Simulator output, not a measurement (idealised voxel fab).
Title: Process Module voxel spacer lines
Shown is cross-section cut, with a width of 185 nm and square cells of size 5 nm.
Notation: cross-section as square-cell grid; stated in bands, top first, going down; one or more cell rows per band.
First you get the band's top height and its bottom height, in nm, and then the materials it's made of, left to right, with each width in nm. If you see a single material with "everywhere", that one covers the band edge to edge. "blank" is empty space.
Heads up on the height convention: 0 is the point under which the incoming wafer is all one material, and the lowest band has no bottom, it just keeps going down, like "0 and below".
It should be noted that a width expressed as "30..40" varies in equal increments from row to row of cells within the band, taking the value of the first number at the top row and that of the second number at the bottom row.
What does "nothing different" mean for a step? It means no cell of the cross-section changed in that step.
"Cavities, sealed" lists enclosed empty spaces (at least 8 cells, no open path upward to the top), each as width x height at distance from the left edge, in nm.
On each step's line, the part that comes after the settings is the simulator's own comment on the step.
Each step line may optionally specify "overlay nm", which for a step with a mask gives the rightward distance between the mask's planned place and where it lay, a negative value indicating the leftward direction.

### The steps planned for the process are as follows
1: op RECEIVE | material Si
2: op CONFORMAL_DEP | material Al2O3 | thk nm 10
3: op DIRECTIONAL_DEP | material SiN | thk nm 10
4: op DIRECTIONAL_DEP | material polySi | thk nm 30
5: op PATTERN | tone cover | mask id MANDREL | material resist | width nm 15 | pitch nm 60 | thk nm 40 | overlay nm 0
6: op DIRECTIONAL_ETCH | etch materials polySi | depth nm 30
7: op STRIP | etch materials resist
8: op CONFORMAL_DEP | material SiO2 | thk nm 10
9: op DIRECTIONAL_ETCH | etch materials SiO2 | depth nm 10
10: op STRIP | etch materials polySi
11: op DIRECTIONAL_ETCH | etch materials SiN | depth nm 10
12: op STRIP | etch materials SiO2
Quick note for whoever runs this: the wafers start identical, but the width nm at step 5 isn't the same across them. The plan just shows what the first wafer had.

### Cross-section, first of several wafers, as delivered after step 1
* 0 and below: Si everywhere
* Cavities, sealed: none

### Table: wafers, a row each; end-of-module cell change per material since receipt, gain (+), loss (-); then closed voids
width nm 15 | +74 Al2O3 | +24 SiN | Cavities, sealed: none
width nm 20 | +74 Al2O3 | +24 SiN | Cavities, sealed: none
width nm 25 | +74 Al2O3 | +24 SiN | Cavities, sealed: none
width nm 30 | +74 Al2O3 | +24 SiN | Cavities, sealed: none
width nm 35 | +74 Al2O3 | +24 SiN | Cavities, sealed: none
